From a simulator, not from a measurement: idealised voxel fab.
Process module under the name voxel self aligned contacts
Cross-sectional view cut (width: 225 nm; square cell size: 5 nm).
Cross-section = grid of square cells, listed top down in bands; band = one or more rows.
Each band's line starts with the height of the band's top and of its bottom, in nm. Then come its materials from left to right, each with its width in nm. One material with "all across" fills the band from edge to edge. "blank" is empty space.
Beneath 0, the wafer as received is one material, and that level is where height counting begins. The lowest band goes on downward without a bottom; it is written like "from 0 down".
Read "30 to 40" as a graded width: first number on top, second number at the bottom, same change between each pair of neighbouring rows.
You'll sometimes find "no change" written for a step, and that's the way of saying that nowhere in the cross-section did a cell change during that step.
So "Cavities, closed" is basically the list of trapped voids: any empty space of 8 cells or more that can't reach the top through an opening. They're written width x height at distance, the distance being from the left edge, and it's all nm.
after a step's settings: what the simulator itself notes on the step
overlay nm: for a step with a mask, the amount by which the mask lay right of where it was planned; a negative amount means left of it.
BELOW IS THE LIST OF PLANNED PROCESS STEPS
| 1 | RECEIVE, material Si |
| 2 | CONFORMAL_DEP, material SiO2, thk nm 5 |
| 3 | DIRECTIONAL_DEP, material polySi, thk nm 20 |
| 4 | DIRECTIONAL_DEP, material SiN, thk nm 20 |
| 5 | PATTERN, tone cover, mask id GATE, material resist, width nm 35, pitch nm 65, thk nm 15, overlay nm 0 |
| 6 | DIRECTIONAL_ETCH, etch materials SiN, depth nm 20 |
| 7 | DIRECTIONAL_ETCH, etch materials polySi, depth nm 20 |
| 8 | STRIP, etch materials resist |
| 9 | CONFORMAL_DEP, material SiN, thk nm 5 |
| 10 | DIRECTIONAL_ETCH, etch materials SiN, depth nm 5 |
| 11 | FILL_DEP, material SiO2, thk nm 15 |
| 12 | CMP, height nm 50 |
| 13 | PATTERN, tone open, mask id CONTACT, material resist, width nm 40, thk nm 15, overlay nm 0 |
| 14 | DIRECTIONAL_ETCH, etch materials SiO2, depth nm 50 |
| 15 | STRIP, etch materials resist |
| 16 | CONFORMAL_DEP, material TiN, thk nm 5 |
| 17 | FILL_DEP, material Ru, thk nm 10 |
| 18 | CMP, height nm 50 |
| 19 | CONFORMAL_DEP, material SiCN, thk nm 5 |
THE FOLLOWING PERTAINS TO THE FIRST OF TWO WAFERS, WHICH WAS PROCESSED AS PLANNED
CROSS-SECTION OF THE WAFER AS IT CAME TO US, I.E., ALREADY THROUGH STEP 1
	from 0 down  Si all across
	Cavities, closed: none
AFTER STEP 2, IN CROSS-SECTION
	from 5 to 0  SiO2 all across
	Below 0, no change.
AFTER STEP 3, IN CROSS-SECTION
	from 25 to 5  polySi all across
	Below 5, no change.
AFTER STEP 4, IN CROSS-SECTION
	from 45 to 25  SiN all across
	Below 25, no change.
AFTER STEP 5, IN CROSS-SECTION
	from 60 to 45  blank 60 nm | resist 35 nm | blank 30 nm | resist 35 nm | blank 65 nm
	Below 45, no change.
AFTER STEP 6, IN CROSS-SECTION
	from 60 to 45  blank 60 nm | resist 35 nm | blank 30 nm | resist 35 nm | blank 65 nm
	from 45 to 25  blank 60 nm | SiN 35 nm | blank 30 nm | SiN 35 nm | blank 65 nm
	Below 25, no change.
AFTER STEP 7, IN CROSS-SECTION
	from 60 to 45  blank 60 nm | resist 35 nm | blank 30 nm | resist 35 nm | blank 65 nm
	from 45 to 25  blank 60 nm | SiN 35 nm | blank 30 nm | SiN 35 nm | blank 65 nm
	from 25 to 5  blank 60 nm | polySi 35 nm | blank 30 nm | polySi 35 nm | blank 65 nm
	Below 5, no change.
AFTER STEP 8, IN CROSS-SECTION
	from 45 to 25  blank 60 nm | SiN 35 nm | blank 30 nm | SiN 35 nm | blank 65 nm
	Below 25, no change.
AFTER STEP 9, IN CROSS-SECTION
	from 50 to 25  blank 55 nm | SiN 45 nm | blank 20 nm | SiN 45 nm | blank 60 nm
	from 25 to 10  blank 55 nm | SiN 5 nm | polySi 35 nm | SiN 5 nm | blank 20 nm | SiN 5 nm | polySi 35 nm | SiN 5 nm | blank 60 nm
	from 10 to 5  SiN 60 nm | polySi 35 nm | SiN 30 nm | polySi 35 nm | SiN 65 nm
	Below 5, no change.
AFTER STEP 10, IN CROSS-SECTION
	from 45 to 25  blank 55 nm | SiN 45 nm | blank 20 nm | SiN 45 nm | blank 60 nm
	from 25 to 5  blank 55 nm | SiN 5 nm | polySi 35 nm | SiN 5 nm | blank 20 nm | SiN 5 nm | polySi 35 nm | SiN 5 nm | blank 60 nm
	Below 5, no change.
AFTER STEP 11, IN CROSS-SECTION
	from 60 to 45  SiO2 all across
	from 45 to 25  SiO2 55 nm | SiN 45 nm | SiO2 20 nm | SiN 45 nm | SiO2 60 nm
	from 25 to 5  SiO2 55 nm | SiN 5 nm | polySi 35 nm | SiN 5 nm | SiO2 20 nm | SiN 5 nm | polySi 35 nm | SiN 5 nm | SiO2 60 nm
	Below 5, no change.
AFTER STEP 12, IN CROSS-SECTION
	from 50 to 45  SiO2 all across
	Below 45, no change.
AFTER STEP 13, IN CROSS-SECTION
	from 65 to 50  resist 90 nm | blank 40 nm | resist 95 nm
	Below 50, no change.
AFTER STEP 14, IN CROSS-SECTION
	from 65 to 50  resist 90 nm | blank 40 nm | resist 95 nm
	from 50 to 45  SiO2 90 nm | blank 40 nm | SiO2 95 nm
	from 45 to 25  SiO2 55 nm | SiN 45 nm | blank 20 nm | SiN 45 nm | SiO2 60 nm
	from 25 to 5  SiO2 55 nm | SiN 5 nm | polySi 35 nm | SiN 5 nm | blank 20 nm | SiN 5 nm | polySi 35 nm | SiN 5 nm | SiO2 60 nm
	from 5 to 0  SiO2 100 nm | blank 20 nm | SiO2 105 nm
	Below 0, no change.
AFTER STEP 15, IN CROSS-SECTION
	from 50 to 45  SiO2 90 nm | blank 40 nm | SiO2 95 nm
	Below 45, no change.
AFTER STEP 16, IN CROSS-SECTION
	from 55 to 50  TiN 95 nm | blank 30 nm | TiN 100 nm
	from 50 to 45  SiO2 90 nm | TiN 15 nm | blank 10 nm | TiN 15 nm | SiO2 95 nm
	from 45 to 25  SiO2 55 nm | SiN 45 nm | TiN 5 nm | blank 10 nm | TiN 5 nm | SiN 45 nm | SiO2 60 nm
	from 25 to 5  SiO2 55 nm | SiN 5 nm | polySi 35 nm | SiN 5 nm | TiN 5 nm | blank 10 nm | TiN 5 nm | SiN 5 nm | polySi 35 nm | SiN 5 nm | SiO2 60 nm
	from 5 to 0  SiO2 100 nm | TiN 20 nm | SiO2 105 nm
	Below 0, no change.
AFTER STEP 17, IN CROSS-SECTION
	from 65 to 55  Ru all across
	from 55 to 50  TiN 95 nm | Ru 30 nm | TiN 100 nm
	from 50 to 45  SiO2 90 nm | TiN 15 nm | Ru 10 nm | TiN 15 nm | SiO2 95 nm
	from 45 to 25  SiO2 55 nm | SiN 45 nm | TiN 5 nm | Ru 10 nm | TiN 5 nm | SiN 45 nm | SiO2 60 nm
	from 25 to 5  SiO2 55 nm | SiN 5 nm | polySi 35 nm | SiN 5 nm | TiN 5 nm | Ru 10 nm | TiN 5 nm | SiN 5 nm | polySi 35 nm | SiN 5 nm | SiO2 60 nm
	Below 5, no change.
AFTER STEP 18, IN CROSS-SECTION
	from 50 to 45  SiO2 90 nm | TiN 15 nm | Ru 10 nm | TiN 15 nm | SiO2 95 nm
	Below 45, no change.
AFTER STEP 19, IN CROSS-SECTION
	from 55 to 50  SiCN all across
	Below 50, no change.
THE SECOND WAFER BEGAN EXACTLY AS THE FIRST DID AND FOLLOWED THE SAME PLAN, BUT ONE MISTAKE WAS MADE WHILE RUNNING IT; THROUGH STEP 4 INCLUSIVE, THE TWO WAFERS ARE IDENTICAL
WHEN STEP 5 SHOULD HAVE ENDED
	from 60 to 45  resist 60 nm | blank 35 nm | resist 30 nm | blank 35 nm | resist 65 nm
	Below 45, no change.
WHEN STEP 6 SHOULD HAVE ENDED
	from 60 to 45  resist 60 nm | blank 35 nm | resist 30 nm | blank 35 nm | resist 65 nm
	from 45 to 25  SiN 60 nm | blank 35 nm | SiN 30 nm | blank 35 nm | SiN 65 nm
	Below 25, no change.
WHEN STEP 7 SHOULD HAVE ENDED
	from 60 to 45  resist 60 nm | blank 35 nm | resist 30 nm | blank 35 nm | resist 65 nm
	from 45 to 25  SiN 60 nm | blank 35 nm | SiN 30 nm | blank 35 nm | SiN 65 nm
	from 25 to 5  polySi 60 nm | blank 35 nm | polySi 30 nm | blank 35 nm | polySi 65 nm
	Below 5, no change.
WHEN STEP 8 SHOULD HAVE ENDED
	from 45 to 25  SiN 60 nm | blank 35 nm | SiN 30 nm | blank 35 nm | SiN 65 nm
	Below 25, no change.
WHEN STEP 9 SHOULD HAVE ENDED
	from 50 to 25  SiN 65 nm | blank 25 nm | SiN 40 nm | blank 25 nm | SiN 70 nm
	from 25 to 10  polySi 60 nm | SiN 5 nm | blank 25 nm | SiN 5 nm | polySi 30 nm | SiN 5 nm | blank 25 nm | SiN 5 nm | polySi 65 nm
	from 10 to 5  polySi 60 nm | SiN 35 nm | polySi 30 nm | SiN 35 nm | polySi 65 nm
	Below 5, no change.
WHEN STEP 10 SHOULD HAVE ENDED
	from 45 to 25  SiN 65 nm | blank 25 nm | SiN 40 nm | blank 25 nm | SiN 70 nm
	from 25 to 5  polySi 60 nm | SiN 5 nm | blank 25 nm | SiN 5 nm | polySi 30 nm | SiN 5 nm | blank 25 nm | SiN 5 nm | polySi 65 nm
	Below 5, no change.
WHEN STEP 11 SHOULD HAVE ENDED
	from 60 to 45  SiO2 all across
	from 45 to 25  SiN 65 nm | SiO2 25 nm | SiN 40 nm | SiO2 25 nm | SiN 70 nm
	from 25 to 5  polySi 60 nm | SiN 5 nm | SiO2 25 nm | SiN 5 nm | polySi 30 nm | SiN 5 nm | SiO2 25 nm | SiN 5 nm | polySi 65 nm
	Below 5, no change.
WHEN STEP 12 SHOULD HAVE ENDED
	from 50 to 45  SiO2 all across
	Below 45, no change.
WHEN STEP 13 SHOULD HAVE ENDED
	from 65 to 50  resist 90 nm | blank 40 nm | resist 95 nm
	Below 50, no change.
WHEN STEP 14 SHOULD HAVE ENDED
	from 65 to 50  resist 90 nm | blank 40 nm | resist 95 nm
	from 50 to 45  SiO2 90 nm | blank 40 nm | SiO2 95 nm
	Below 45, no change.
WHEN STEP 15 SHOULD HAVE ENDED
	from 50 to 45  SiO2 90 nm | blank 40 nm | SiO2 95 nm
	Below 45, no change.
WHEN STEP 16 SHOULD HAVE ENDED
	from 55 to 50  TiN 95 nm | blank 30 nm | TiN 100 nm
	from 50 to 45  SiO2 90 nm | TiN 40 nm | SiO2 95 nm
	Below 45, no change.
WHEN STEP 17 SHOULD HAVE ENDED
	from 65 to 55  Ru all across
	from 55 to 50  TiN 95 nm | Ru 30 nm | TiN 100 nm
	Below 50, no change.
WHEN STEP 18 SHOULD HAVE ENDED
	from 50 to 45  SiO2 90 nm | TiN 40 nm | SiO2 95 nm
	Below 45, no change.
WHEN STEP 19 SHOULD HAVE ENDED
	from 55 to 50  SiCN all across
	Below 50, no change.
Want to know what went wrong? step 5 ran differently from the plan; actual operation with settings: PATTERN, tone open, mask id GATE, material resist, width nm 35, pitch nm 65, thk nm 15, overlay nm 0
Wafer comparison, final, in cells, second relative to first, materials more or fewer: -18 Ru, +68 SiN, -100 SiO2, -18 TiN, +68 polySi
